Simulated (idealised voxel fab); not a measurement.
process module | voxel wiring stack
cross-section cut | 265 nm wide | cells 5 nm
A cross-section is a grid of square cells, given in bands from the top down. A band is one or more rows of cells.
Each band's line starts with the height of the band's top and of its bottom, in nm. Then come its materials from left to right, each with its width in nm. One material with "throughout" fills the band from edge to edge. "air" is empty space.
Height 0 is the level under which the wafer as received is all one material. The lowest band goes on downwards, as in "0 down".
A width such as "30 to 40" changes by the same amount from each row of cells to the next, from the band's top row to its bottom row.
"no change" after a step means that no cell of the cross-section changed.
closed voids: empty space of 8 cells or more with no open way to the top, each as width x height at its distance from the left edge, in nm
after a step's settings: what the simulator itself notes on the step
overlay nm, on a step with a mask: how far to the right of its planned place the mask lay; to the left if negative
plan
1 op RECEIVE | material Si
2 op CONFORMAL_DEP | material SiO2 | thk nm 15
3 op DIRECTIONAL_DEP | material TiN | thk nm 5
4 op DIRECTIONAL_DEP | material Ru | thk nm 25
5 op MASKED_ETCH | tone cover | mask id METAL_1 | width nm 25 | pitch nm 45 | etch materials Ru | depth nm 25 | overlay nm 0
6 op MASKED_ETCH | tone cover | mask id METAL_1 | width nm 25 | pitch nm 45 | etch materials TiN | depth nm 5 | overlay nm 0
7 op CONFORMAL_DEP | material SiN | thk nm 5
8 op FILL_DEP | material SiO2 | thk nm 5
9 op CMP | height nm 45
10 op CONFORMAL_DEP | material SiCN | thk nm 5
11 op DIRECTIONAL_DEP | material lowk | thk nm 30
12 op MASKED_ETCH | tone open | mask id METAL_2 | width nm 25 | pitch nm 45 | etch materials lowk | depth nm 15 | overlay nm 0
13 op DIRECTIONAL_DEP | material aC | thk nm 10
14 op PATTERN | tone open | mask id METAL_2_HOLES | material resist | width nm 15 | pitch nm 45 | thk nm 30 | overlay nm 0
15 op DIRECTIONAL_ETCH | etch materials aC | depth nm 10
16 op STRIP | etch materials resist
17 op DIRECTIONAL_ETCH | etch materials lowk | depth nm 15
18 op DIRECTIONAL_ETCH | etch materials SiCN | depth nm 5
19 op STRIP | etch materials aC
20 op CONFORMAL_DEP | material TiN | thk nm 5
21 op FILL_DEP | material Cu | thk nm 5
22 op CMP | height nm 80
23 op CONFORMAL_DEP | material SiCN | thk nm 5
24 op DIRECTIONAL_DEP | material SiO2 | thk nm 25
25 op MASKED_ETCH | tone open | mask id METAL_3_HOLES | width nm 15 | pitch nm 45 | etch materials SiO2 | depth nm 25 | overlay nm 0
26 op DIRECTIONAL_DEP | material aC | thk nm 15
27 op PATTERN | tone open | mask id METAL_3 | material resist | width nm 25 | pitch nm 45 | thk nm 35 | overlay nm 0
28 op DIRECTIONAL_ETCH | etch materials aC | depth nm 15
29 op STRIP | etch materials resist
30 op DIRECTIONAL_ETCH | etch materials SiO2 | depth nm 15
31 op DIRECTIONAL_ETCH | etch materials SiCN | depth nm 5
32 op STRIP | etch materials aC
33 op CONFORMAL_DEP | material TiN | thk nm 5
34 op FILL_DEP | material Cu | thk nm 5
35 op CMP | height nm 110
36 op CONFORMAL_DEP | material SiCN | thk nm 5
37 op DIRECTIONAL_DEP | material lowk | thk nm 30
38 op MASKED_ETCH | tone open | mask id METAL_4 | width nm 25 | pitch nm 45 | etch materials lowk | depth nm 20 | overlay nm 0
39 op PATTERN | tone open | mask id METAL_4_HOLES | material resist | width nm 15 | pitch nm 45 | thk nm 15 | overlay nm 0
40 op DIRECTIONAL_ETCH | etch materials lowk | depth nm 10
41 op DIRECTIONAL_ETCH | etch materials SiCN | depth nm 5
42 op STRIP | etch materials resist
43 op CONFORMAL_DEP | material TiN | thk nm 5
44 op FILL_DEP | material Cu | thk nm 10
45 op CMP | height nm 145
46 op CONFORMAL_DEP | material SiN | thk nm 5
first wafer, as planned
as received, after step 1
  0 down: Si throughout
  closed voids: none
after step 2
  15 to 0: SiO2 throughout
  below 0: unchanged
after step 3
  20 to 15: TiN throughout
  below 15: unchanged
after step 4
  45 to 20: Ru throughout
  below 20: unchanged
after step 5
  45 to 20: air 75 | Ru 25 | air 20 | Ru 25 | air 20 | Ru 25 | air 75
  below 20: unchanged
after step 6
  45 to 20: air 75 | Ru 25 | air 20 | Ru 25 | air 20 | Ru 25 | air 75
  20 to 15: air 75 | TiN 25 | air 20 | TiN 25 | air 20 | TiN 25 | air 75
  below 15: unchanged
after step 7
  50 to 45: air 70 | SiN 35 | air 10 | SiN 35 | air 10 | SiN 35 | air 70
  45 to 20: air 70 | SiN 5 | Ru 25 | SiN 5 | air 10 | SiN 5 | Ru 25 | SiN 5 | air 10 | SiN 5 | Ru 25 | SiN 5 | air 70
  20 to 15: SiN 75 | TiN 25 | SiN 20 | TiN 25 | SiN 20 | TiN 25 | SiN 75
  below 15: unchanged
after step 8
  55 to 50: SiO2 throughout
  50 to 45: SiO2 70 | SiN 35 | SiO2 10 | SiN 35 | SiO2 10 | SiN 35 | SiO2 70
  45 to 20: SiO2 70 | SiN 5 | Ru 25 | SiN 5 | SiO2 10 | SiN 5 | Ru 25 | SiN 5 | SiO2 10 | SiN 5 | Ru 25 | SiN 5 | SiO2 70
  below 20: unchanged
after step 9
  45 to 20: SiO2 70 | SiN 5 | Ru 25 | SiN 5 | SiO2 10 | SiN 5 | Ru 25 | SiN 5 | SiO2 10 | SiN 5 | Ru 25 | SiN 5 | SiO2 70
  below 20: unchanged
after step 10
  50 to 45: SiCN throughout
  below 45: unchanged
after step 11
  80 to 50: lowk throughout
  below 50: unchanged
after step 12
  80 to 65: lowk 75 | air 25 | lowk 20 | air 25 | lowk 20 | air 25 | lowk 75
  below 65: unchanged
after step 13
  90 to 80: aC 75 | air 25 | aC 20 | air 25 | aC 20 | air 25 | aC 75
  80 to 75: lowk 75 | air 25 | lowk 20 | air 25 | lowk 20 | air 25 | lowk 75
  75 to 65: lowk 75 | aC 25 | lowk 20 | aC 25 | lowk 20 | aC 25 | lowk 75
  below 65: unchanged
after step 14
  120 to 90: resist 75 | air 15 | resist 30 | air 15 | resist 30 | air 15 | resist 85
  90 to 80: aC 75 | air 15 | resist 10 | aC 20 | air 15 | resist 10 | aC 20 | air 15 | resist 10 | aC 75
  80 to 75: lowk 75 | air 15 | resist 10 | lowk 20 | air 15 | resist 10 | lowk 20 | air 15 | resist 10 | lowk 75
  below 75: unchanged
after step 15
  110 to 90: resist 75 | air 15 | resist 30 | air 15 | resist 30 | air 15 | resist 85
  90 to 80: aC 75 | air 15 | resist 10 | aC 20 | air 15 | resist 10 | aC 20 | air 15 | resist 10 | aC 75
  80 to 75: lowk 75 | air 15 | resist 10 | lowk 20 | air 15 | resist 10 | lowk 20 | air 15 | resist 10 | lowk 75
  75 to 65: lowk 75 | air 15 | aC 10 | lowk 20 | air 15 | aC 10 | lowk 20 | air 15 | aC 10 | lowk 75
  below 65: unchanged
after step 16
  90 to 80: aC 75 | air 25 | aC 20 | air 25 | aC 20 | air 25 | aC 75
  80 to 75: lowk 75 | air 25 | lowk 20 | air 25 | lowk 20 | air 25 | lowk 75
  below 75: unchanged
after step 17
  90 to 80: aC 75 | air 25 | aC 20 | air 25 | aC 20 | air 25 | aC 75
  80 to 75: lowk 75 | air 25 | lowk 20 | air 25 | lowk 20 | air 25 | lowk 75
  75 to 65: lowk 75 | air 15 | aC 10 | lowk 20 | air 15 | aC 10 | lowk 20 | air 15 | aC 10 | lowk 75
  65 to 50: lowk 75 | air 15 | lowk 30 | air 15 | lowk 30 | air 15 | lowk 85
  below 50: unchanged
after step 18
  90 to 80: aC 75 | air 25 | aC 20 | air 25 | aC 20 | air 25 | aC 75
  80 to 75: lowk 75 | air 25 | lowk 20 | air 25 | lowk 20 | air 25 | lowk 75
  75 to 65: lowk 75 | air 15 | aC 10 | lowk 20 | air 15 | aC 10 | lowk 20 | air 15 | aC 10 | lowk 75
  65 to 50: lowk 75 | air 15 | lowk 30 | air 15 | lowk 30 | air 15 | lowk 85
  50 to 45: SiCN 75 | air 15 | SiCN 30 | air 15 | SiCN 30 | air 15 | SiCN 85
  below 45: unchanged
after step 19
  80 to 65: lowk 75 | air 25 | lowk 20 | air 25 | lowk 20 | air 25 | lowk 75
  below 65: unchanged
after step 20
  85 to 80: TiN 80 | air 15 | TiN 30 | air 15 | TiN 30 | air 15 | TiN 80
  80 to 70: lowk 75 | TiN 5 | air 15 | TiN 5 | lowk 20 | TiN 5 | air 15 | TiN 5 | lowk 20 | TiN 5 | air 15 | TiN 5 | lowk 75
  70 to 65: lowk 75 | TiN 5 | air 5 | TiN 15 | lowk 20 | TiN 5 | air 5 | TiN 15 | lowk 20 | TiN 5 | air 5 | TiN 15 | lowk 75
  65 to 50: lowk 75 | TiN 5 | air 5 | TiN 5 | lowk 30 | TiN 5 | air 5 | TiN 5 | lowk 30 | TiN 5 | air 5 | TiN 5 | lowk 85
  50 to 45: SiCN 75 | TiN 15 | SiCN 30 | TiN 15 | SiCN 30 | TiN 15 | SiCN 85
  below 45: unchanged
after step 21
  90 to 85: Cu throughout
  85 to 80: TiN 80 | Cu 15 | TiN 30 | Cu 15 | TiN 30 | Cu 15 | TiN 80
  80 to 70: lowk 75 | TiN 5 | Cu 15 | TiN 5 | lowk 20 | TiN 5 | Cu 15 | TiN 5 | lowk 20 | TiN 5 | Cu 15 | TiN 5 | lowk 75
  70 to 65: lowk 75 | TiN 5 | Cu 5 | TiN 15 | lowk 20 | TiN 5 | Cu 5 | TiN 15 | lowk 20 | TiN 5 | Cu 5 | TiN 15 | lowk 75
  65 to 50: lowk 75 | TiN 5 | Cu 5 | TiN 5 | lowk 30 | TiN 5 | Cu 5 | TiN 5 | lowk 30 | TiN 5 | Cu 5 | TiN 5 | lowk 85
  below 50: unchanged
after step 22
  80 to 70: lowk 75 | TiN 5 | Cu 15 | TiN 5 | lowk 20 | TiN 5 | Cu 15 | TiN 5 | lowk 20 | TiN 5 | Cu 15 | TiN 5 | lowk 75
  below 70: unchanged
after step 23
  85 to 80: SiCN throughout
  below 80: unchanged
after step 24
  110 to 85: SiO2 throughout
  below 85: unchanged
after step 25
  110 to 85: SiO2 75 | air 15 | SiO2 30 | air 15 | SiO2 30 | air 15 | SiO2 85
  below 85: unchanged
after step 26
  125 to 110: aC 75 | air 15 | aC 30 | air 15 | aC 30 | air 15 | aC 85
  110 to 100: SiO2 75 | air 15 | SiO2 30 | air 15 | SiO2 30 | air 15 | SiO2 85
  100 to 85: SiO2 75 | aC 15 | SiO2 30 | aC 15 | SiO2 30 | aC 15 | SiO2 85
  below 85: unchanged
after step 27
  160 to 125: resist 75 | air 25 | resist 20 | air 25 | resist 20 | air 25 | resist 75
  below 125: unchanged
after step 28
  145 to 125: resist 75 | air 25 | resist 20 | air 25 | resist 20 | air 25 | resist 75
  125 to 110: aC 75 | air 25 | aC 20 | air 25 | aC 20 | air 25 | aC 75
  110 to 85: SiO2 75 | air 15 | SiO2 30 | air 15 | SiO2 30 | air 15 | SiO2 85
  below 85: unchanged
after step 29
  125 to 110: aC 75 | air 25 | aC 20 | air 25 | aC 20 | air 25 | aC 75
  below 110: unchanged
after step 30
  125 to 110: aC 75 | air 25 | aC 20 | air 25 | aC 20 | air 25 | aC 75
  110 to 95: SiO2 75 | air 25 | SiO2 20 | air 25 | SiO2 20 | air 25 | SiO2 75
  below 95: unchanged
after step 31
  125 to 110: aC 75 | air 25 | aC 20 | air 25 | aC 20 | air 25 | aC 75
  110 to 95: SiO2 75 | air 25 | SiO2 20 | air 25 | SiO2 20 | air 25 | SiO2 75
  95 to 85: SiO2 75 | air 15 | SiO2 30 | air 15 | SiO2 30 | air 15 | SiO2 85
  85 to 80: SiCN 75 | air 15 | SiCN 30 | air 15 | SiCN 30 | air 15 | SiCN 85
  below 80: unchanged
after step 32
  110 to 95: SiO2 75 | air 25 | SiO2 20 | air 25 | SiO2 20 | air 25 | SiO2 75
  below 95: unchanged
after step 33
  115 to 110: TiN 80 | air 15 | TiN 30 | air 15 | TiN 30 | air 15 | TiN 80
  110 to 100: SiO2 75 | TiN 5 | air 15 | TiN 5 | SiO2 20 | TiN 5 | air 15 | TiN 5 | SiO2 20 | TiN 5 | air 15 | TiN 5 | SiO2 75
  100 to 95: SiO2 75 | TiN 5 | air 5 | TiN 15 | SiO2 20 | TiN 5 | air 5 | TiN 15 | SiO2 20 | TiN 5 | air 5 | TiN 15 | SiO2 75
  95 to 85: SiO2 75 | TiN 5 | air 5 | TiN 5 | SiO2 30 | TiN 5 | air 5 | TiN 5 | SiO2 30 | TiN 5 | air 5 | TiN 5 | SiO2 85
  85 to 80: SiCN 75 | TiN 15 | SiCN 30 | TiN 15 | SiCN 30 | TiN 15 | SiCN 85
  below 80: unchanged
after step 34
  120 to 115: Cu throughout
  115 to 110: TiN 80 | Cu 15 | TiN 30 | Cu 15 | TiN 30 | Cu 15 | TiN 80
  110 to 100: SiO2 75 | TiN 5 | Cu 15 | TiN 5 | SiO2 20 | TiN 5 | Cu 15 | TiN 5 | SiO2 20 | TiN 5 | Cu 15 | TiN 5 | SiO2 75
  100 to 95: SiO2 75 | TiN 5 | Cu 5 | TiN 15 | SiO2 20 | TiN 5 | Cu 5 | TiN 15 | SiO2 20 | TiN 5 | Cu 5 | TiN 15 | SiO2 75
  95 to 85: SiO2 75 | TiN 5 | Cu 5 | TiN 5 | SiO2 30 | TiN 5 | Cu 5 | TiN 5 | SiO2 30 | TiN 5 | Cu 5 | TiN 5 | SiO2 85
  below 85: unchanged
after step 35
  110 to 100: SiO2 75 | TiN 5 | Cu 15 | TiN 5 | SiO2 20 | TiN 5 | Cu 15 | TiN 5 | SiO2 20 | TiN 5 | Cu 15 | TiN 5 | SiO2 75
  below 100: unchanged
after step 36
  115 to 110: SiCN throughout
  below 110: unchanged
after step 37
  145 to 115: lowk throughout
  below 115: unchanged
after step 38
  145 to 125: lowk 75 | air 25 | lowk 20 | air 25 | lowk 20 | air 25 | lowk 75
  below 125: unchanged
after step 39
  160 to 145: resist 75 | air 15 | resist 30 | air 15 | resist 30 | air 15 | resist 85
  145 to 125: lowk 75 | air 15 | resist 10 | lowk 20 | air 15 | resist 10 | lowk 20 | air 15 | resist 10 | lowk 75
  below 125: unchanged
after step 40
  160 to 145: resist 75 | air 15 | resist 30 | air 15 | resist 30 | air 15 | resist 85
  145 to 125: lowk 75 | air 15 | resist 10 | lowk 20 | air 15 | resist 10 | lowk 20 | air 15 | resist 10 | lowk 75
  125 to 115: lowk 75 | air 15 | lowk 30 | air 15 | lowk 30 | air 15 | lowk 85
  below 115: unchanged
after step 41
  160 to 145: resist 75 | air 15 | resist 30 | air 15 | resist 30 | air 15 | resist 85
  145 to 125: lowk 75 | air 15 | resist 10 | lowk 20 | air 15 | resist 10 | lowk 20 | air 15 | resist 10 | lowk 75
  125 to 115: lowk 75 | air 15 | lowk 30 | air 15 | lowk 30 | air 15 | lowk 85
  115 to 110: SiCN 75 | air 15 | SiCN 30 | air 15 | SiCN 30 | air 15 | SiCN 85
  below 110: unchanged
after step 42
  145 to 125: lowk 75 | air 25 | lowk 20 | air 25 | lowk 20 | air 25 | lowk 75
  below 125: unchanged
after step 43
  150 to 145: TiN 80 | air 15 | TiN 30 | air 15 | TiN 30 | air 15 | TiN 80
  145 to 130: lowk 75 | TiN 5 | air 15 | TiN 5 | lowk 20 | TiN 5 | air 15 | TiN 5 | lowk 20 | TiN 5 | air 15 | TiN 5 | lowk 75
  130 to 125: lowk 75 | TiN 5 | air 5 | TiN 15 | lowk 20 | TiN 5 | air 5 | TiN 15 | lowk 20 | TiN 5 | air 5 | TiN 15 | lowk 75
  125 to 115: lowk 75 | TiN 5 | air 5 | TiN 5 | lowk 30 | TiN 5 | air 5 | TiN 5 | lowk 30 | TiN 5 | air 5 | TiN 5 | lowk 85
  115 to 110: SiCN 75 | TiN 15 | SiCN 30 | TiN 15 | SiCN 30 | TiN 15 | SiCN 85
  below 110: unchanged
after step 44
  160 to 150: Cu throughout
  150 to 145: TiN 80 | Cu 15 | TiN 30 | Cu 15 | TiN 30 | Cu 15 | TiN 80
  145 to 130: lowk 75 | TiN 5 | Cu 15 | TiN 5 | lowk 20 | TiN 5 | Cu 15 | TiN 5 | lowk 20 | TiN 5 | Cu 15 | TiN 5 | lowk 75
  130 to 125: lowk 75 | TiN 5 | Cu 5 | TiN 15 | lowk 20 | TiN 5 | Cu 5 | TiN 15 | lowk 20 | TiN 5 | Cu 5 | TiN 15 | lowk 75
  125 to 115: lowk 75 | TiN 5 | Cu 5 | TiN 5 | lowk 30 | TiN 5 | Cu 5 | TiN 5 | lowk 30 | TiN 5 | Cu 5 | TiN 5 | lowk 85
  below 115: unchanged
after step 45
  145 to 130: lowk 75 | TiN 5 | Cu 15 | TiN 5 | lowk 20 | TiN 5 | Cu 15 | TiN 5 | lowk 20 | TiN 5 | Cu 15 | TiN 5 | lowk 75
  below 130: unchanged
after step 46
  150 to 145: SiN throughout
  below 145: unchanged
second wafer: like start, like plan, one mistake. Through step 23 it matches the first wafer
when step 24 should have ended
  110 to 85: TiN throughout
  below 85: unchanged
when step 25 should have ended: no change
when step 26 should have ended
  125 to 110: aC throughout
  below 110: unchanged
when step 27 should have ended
  160 to 125: resist 75 | air 25 | resist 20 | air 25 | resist 20 | air 25 | resist 75
  below 125: unchanged
when step 28 should have ended
  145 to 125: resist 75 | air 25 | resist 20 | air 25 | resist 20 | air 25 | resist 75
  125 to 110: aC 75 | air 25 | aC 20 | air 25 | aC 20 | air 25 | aC 75
  below 110: unchanged
when step 29 should have ended
  125 to 110: aC 75 | air 25 | aC 20 | air 25 | aC 20 | air 25 | aC 75
  below 110: unchanged
when step 30 should have ended: no change
when step 31 should have ended: no change
when step 32 should have ended
  110 to 85: TiN throughout
  below 85: unchanged
when step 33 should have ended
  115 to 85: TiN throughout
  below 85: unchanged
when step 34 should have ended
  120 to 115: Cu throughout
  below 115: unchanged
when step 35 should have ended
  110 to 85: TiN throughout
  below 85: unchanged
when step 36 should have ended
  115 to 110: SiCN throughout
  below 110: unchanged
when step 37 should have ended
  145 to 115: lowk throughout
  below 115: unchanged
when step 38 should have ended
  145 to 125: lowk 75 | air 25 | lowk 20 | air 25 | lowk 20 | air 25 | lowk 75
  below 125: unchanged
when step 39 should have ended
  160 to 145: resist 75 | air 15 | resist 30 | air 15 | resist 30 | air 15 | resist 85
  145 to 125: lowk 75 | air 15 | resist 10 | lowk 20 | air 15 | resist 10 | lowk 20 | air 15 | resist 10 | lowk 75
  below 125: unchanged
when step 40 should have ended
  160 to 145: resist 75 | air 15 | resist 30 | air 15 | resist 30 | air 15 | resist 85
  145 to 125: lowk 75 | air 15 | resist 10 | lowk 20 | air 15 | resist 10 | lowk 20 | air 15 | resist 10 | lowk 75
  125 to 115: lowk 75 | air 15 | lowk 30 | air 15 | lowk 30 | air 15 | lowk 85
  below 115: unchanged
when step 41 should have ended
  160 to 145: resist 75 | air 15 | resist 30 | air 15 | resist 30 | air 15 | resist 85
  145 to 125: lowk 75 | air 15 | resist 10 | lowk 20 | air 15 | resist 10 | lowk 20 | air 15 | resist 10 | lowk 75
  125 to 115: lowk 75 | air 15 | lowk 30 | air 15 | lowk 30 | air 15 | lowk 85
  115 to 110: SiCN 75 | air 15 | SiCN 30 | air 15 | SiCN 30 | air 15 | SiCN 85
  below 110: unchanged
when step 42 should have ended
  145 to 125: lowk 75 | air 25 | lowk 20 | air 25 | lowk 20 | air 25 | lowk 75
  below 125: unchanged
when step 43 should have ended
  150 to 145: TiN 80 | air 15 | TiN 30 | air 15 | TiN 30 | air 15 | TiN 80
  145 to 130: lowk 75 | TiN 5 | air 15 | TiN 5 | lowk 20 | TiN 5 | air 15 | TiN 5 | lowk 20 | TiN 5 | air 15 | TiN 5 | lowk 75
  130 to 125: lowk 75 | TiN 5 | air 5 | TiN 15 | lowk 20 | TiN 5 | air 5 | TiN 15 | lowk 20 | TiN 5 | air 5 | TiN 15 | lowk 75
  125 to 115: lowk 75 | TiN 5 | air 5 | TiN 5 | lowk 30 | TiN 5 | air 5 | TiN 5 | lowk 30 | TiN 5 | air 5 | TiN 5 | lowk 85
  115 to 110: SiCN 75 | TiN 15 | SiCN 30 | TiN 15 | SiCN 30 | TiN 15 | SiCN 85
  below 110: unchanged
when step 44 should have ended
  160 to 150: Cu throughout
  150 to 145: TiN 80 | Cu 15 | TiN 30 | Cu 15 | TiN 30 | Cu 15 | TiN 80
  145 to 130: lowk 75 | TiN 5 | Cu 15 | TiN 5 | lowk 20 | TiN 5 | Cu 15 | TiN 5 | lowk 20 | TiN 5 | Cu 15 | TiN 5 | lowk 75
  130 to 125: lowk 75 | TiN 5 | Cu 5 | TiN 15 | lowk 20 | TiN 5 | Cu 5 | TiN 15 | lowk 20 | TiN 5 | Cu 5 | TiN 15 | lowk 75
  125 to 115: lowk 75 | TiN 5 | Cu 5 | TiN 5 | lowk 30 | TiN 5 | Cu 5 | TiN 5 | lowk 30 | TiN 5 | Cu 5 | TiN 5 | lowk 85
  below 115: unchanged
when step 45 should have ended
  145 to 130: lowk 75 | TiN 5 | Cu 15 | TiN 5 | lowk 20 | TiN 5 | Cu 15 | TiN 5 | lowk 20 | TiN 5 | Cu 15 | TiN 5 | lowk 75
  below 130: unchanged
when step 46 should have ended
  150 to 145: SiN throughout
  below 145: unchanged
what went wrong: step 24 ran as: op DIRECTIONAL_DEP | material TiN | thk nm 25
at the end the second wafer has, in cells: 27 fewer of Cu | 9 more of SiCN | 202 fewer of SiO2 | 220 more of TiN
